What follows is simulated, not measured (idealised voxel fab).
Title: Process Module voxel transistor to metal
For reference, the cross-section in this document is cut, with width 205 nm and square cells of 5 nm.
Notation: cross-section as square-cell grid; stated in bands, top first, going down; one or more cell rows per band. Band: top height; bottom height; in nm. Then, left to right: material with width in nm, for each material. "throughout": a single material spanning edge to edge. "air": empty space. Heights are measured from 0, the level below which the as-received wafer is all one material; the lowest band has no bottom and continues downward, written as in "z 0 and below". A two-number width, for instance "30 to 40", indicates that the width is equal to the first number in the top row of the band and to the second number in the bottom row, and that it changes by a constant amount per row of cells. "nothing got changed" for a step: no cell of the cross-section changed in that step. Closed empty spaces (no open way to the top) of 8 cells or more are what "Tabulated closed voids" lists, each as width x height at distance from the left edge, nm for all three. Formally, on a step line, whatever follows the settings is a remark that the simulator itself makes on the step. Regarding "overlay nm": on a step with a mask, it is the distance the mask lay to the right of its planned place; a negative value places it to the left.

### Set out below are the planned steps of the process
| 1 | RECEIVE,material Si |
| 2 | OXIDIZE,depth nm 5 |
| 3 | CONFORMAL_DEP,material SiN,thk nm 15 |
| 4 | DIRECTIONAL_DEP,material aC,thk nm 10 |
| 5 | PATTERN,tone cover,mask id ACTIVE,material resist,width nm 105,thk nm 25,overlay nm 0 |
| 6 | DIRECTIONAL_ETCH,etch materials aC,depth nm 10 |
| 7 | STRIP,etch materials resist |
| 8 | DIRECTIONAL_ETCH,etch materials SiN,depth nm 15 |
| 9 | DIRECTIONAL_ETCH,etch materials SiO2,depth nm 5 |
| 10 | DIRECTIONAL_ETCH,etch materials Si,depth nm 35 |
| 11 | STRIP,etch materials aC |
| 12 | FILL_DEP,material SiO2,thk nm 15 |
| 13 | CMP,height nm 15 |
| 14 | SELECTIVE_ETCH,etch materials SiO2,depth nm 10 |
| 15 | STRIP,etch materials SiN |
| 16 | SELECTIVE_ETCH,etch materials SiO2,depth nm 5 |
| 17 | OXIDIZE,depth nm 5 |
| 18 | DIRECTIONAL_DEP,material polySi,thk nm 20 |
| 19 | DIRECTIONAL_DEP,material SiCN,thk nm 15 |
| 20 | MASKED_ETCH,tone cover,mask id GATE,width nm 25,etch materials SiCN,depth nm 25,overlay nm 0 |
| 21 | MASKED_ETCH,tone cover,mask id GATE,width nm 25,etch materials polySi,depth nm 30,overlay nm 0 |
| 22 | CONFORMAL_DEP,material SiN,thk nm 10 |
| 23 | DIRECTIONAL_ETCH,etch materials SiN,depth nm 10 |
| 24 | DIRECTIONAL_ETCH,etch materials SiO2,depth nm 5 |
| 25 | DIRECTIONAL_ETCH,etch materials Si,depth nm 15 |
| 26 | EPI,material pSi,thk nm 15 |
| 27 | FILL_DEP,material SiO2,thk nm 10 |
| 28 | CMP,height nm 15 |
| 29 | STRIP,etch materials polySi |
| 30 | SELECTIVE_ETCH,etch materials SiO2,depth nm 5 |
| 31 | CONFORMAL_DEP,material HfO2,thk nm 5 |
| 32 | CONFORMAL_DEP,material TiN,thk nm 5 |
| 33 | FILL_DEP,material W,thk nm 5 |
| 34 | CMP,height nm 10 |
| 35 | DIRECTIONAL_DEP,material SiO2,thk nm 15 |
| 36 | MASKED_ETCH,tone open,mask id CONTACT,width nm 15,pitch nm 80,etch materials SiO2,depth nm 20,overlay nm 0 |
| 37 | CONFORMAL_DEP,material TiN,thk nm 5 |
| 38 | FILL_DEP,material W,thk nm 5 |
| 39 | CMP,height nm 25 |
| 40 | CONFORMAL_DEP,material SiCN,thk nm 5 |
| 41 | DIRECTIONAL_DEP,material SiO2,thk nm 25 |
| 42 | DIRECTIONAL_DEP,material aC,thk nm 10 |
| 43 | PATTERN,tone open,mask id METAL_1,material resist,width nm 15,pitch nm 80,thk nm 30,overlay nm 0 |
| 44 | DIRECTIONAL_ETCH,etch materials aC,depth nm 10 |
| 45 | STRIP,etch materials resist |
| 46 | DIRECTIONAL_ETCH,etch materials SiO2,depth nm 25 |
| 47 | DIRECTIONAL_ETCH,etch materials SiCN,depth nm 5 |
| 48 | STRIP,etch materials aC |
| 49 | CONFORMAL_DEP,material TiN,thk nm 5 |
| 50 | FILL_DEP,material W,thk nm 5 |
| 51 | CMP,height nm 55 |
| 52 | EPI,material Ru,thk nm 5 |
| 53 | FILL_DEP,material SiCN,thk nm 5 |

### Cross-section of the incoming wafer, state after step 1
  z 0 and below | Si throughout
  Tabulated closed voids: none

### Cross-sectional image of the first of two wafers at the end of the module, the run having proceeded as planned
  z 65 to 60 | SiCN throughout
  z 60 to 55 | SiCN 50 / Ru 25 / SiCN 55 / Ru 25 / SiCN 50
  z 55 to 30 | SiO2 55 / TiN 5 / W 5 / TiN 5 / SiO2 65 / TiN 5 / W 5 / TiN 5 / SiO2 55
  z 30 to 25 | SiCN 55 / TiN 15 / SiCN 65 / TiN 15 / SiCN 55
  z 25 to 10 | SiO2 55 / TiN 5 / W 5 / TiN 5 / SiO2 65 / TiN 5 / W 5 / TiN 5 / SiO2 55
  z 10 to 5 | SiO2 55 / TiN 15 / SiO2 10 / SiN 10 / HfO2 5 / TiN 5 / W 5 / TiN 5 / HfO2 5 / SiN 10 / SiO2 10 / TiN 15 / SiO2 55
  z 5 to 0 | SiO2 50 / pSi 30 / SiN 10 / HfO2 5 / TiN 5 / W 5 / TiN 5 / HfO2 5 / SiN 10 / pSi 30 / SiO2 50
  z 0 to -5 | SiO2 45 / SiN 10 / pSi 25 / SiN 10 / HfO2 5 / TiN 15 / HfO2 5 / SiN 10 / pSi 25 / SiN 10 / SiO2 45
  z -5 to -10 | SiO2 55 / pSi 25 / SiO2 5 / HfO2 35 / SiO2 5 / pSi 25 / SiO2 55
  z -10 to -25 | SiO2 50 / Si 5 / pSi 25 / Si 45 / pSi 25 / Si 5 / SiO2 50
  z -25 to -40 | SiO2 50 / Si 105 / SiO2 50
  z -40 and below | Si throughout
  Tabulated closed voids: none

### Cross-sectional view: second of two wafers, end of module; start and plan identical to the first, one mistake in running
  z 60 to 55 | SiCN throughout
  z 55 to 30 | SiN throughout
  z 30 to 25 | SiCN throughout
  z 25 to 10 | SiO2 55 / TiN 5 / W 5 / TiN 5 / SiO2 65 / TiN 5 / W 5 / TiN 5 / SiO2 55
  z 10 to 5 | SiO2 55 / TiN 15 / SiO2 10 / SiN 10 / HfO2 5 / TiN 5 / W 5 / TiN 5 / HfO2 5 / SiN 10 / SiO2 10 / TiN 15 / SiO2 55
  z 5 to 0 | SiO2 50 / pSi 30 / SiN 10 / HfO2 5 / TiN 5 / W 5 / TiN 5 / HfO2 5 / SiN 10 / pSi 30 / SiO2 50
  z 0 to -5 | SiO2 45 / SiN 10 / pSi 25 / SiN 10 / HfO2 5 / TiN 15 / HfO2 5 / SiN 10 / pSi 25 / SiN 10 / SiO2 45
  z -5 to -10 | SiO2 55 / pSi 25 / SiO2 5 / HfO2 35 / SiO2 5 / pSi 25 / SiO2 55
  z -10 to -25 | SiO2 50 / Si 5 / pSi 25 / Si 45 / pSi 25 / Si 5 / SiO2 50
  z -25 to -40 | SiO2 50 / Si 105 / SiO2 50
  z -40 and below | Si throughout
  Tabulated closed voids: none
what went wrong: heads up, step 41 didn't go per plan, it actually ran as DIRECTIONAL_DEP,material SiN,thk nm 25
Final comparison by cell count, materials where the second wafer has more or fewer than the first: -10 Ru; -25 SiCN; +205 SiN; -175 SiO2; -26 TiN; -10 W
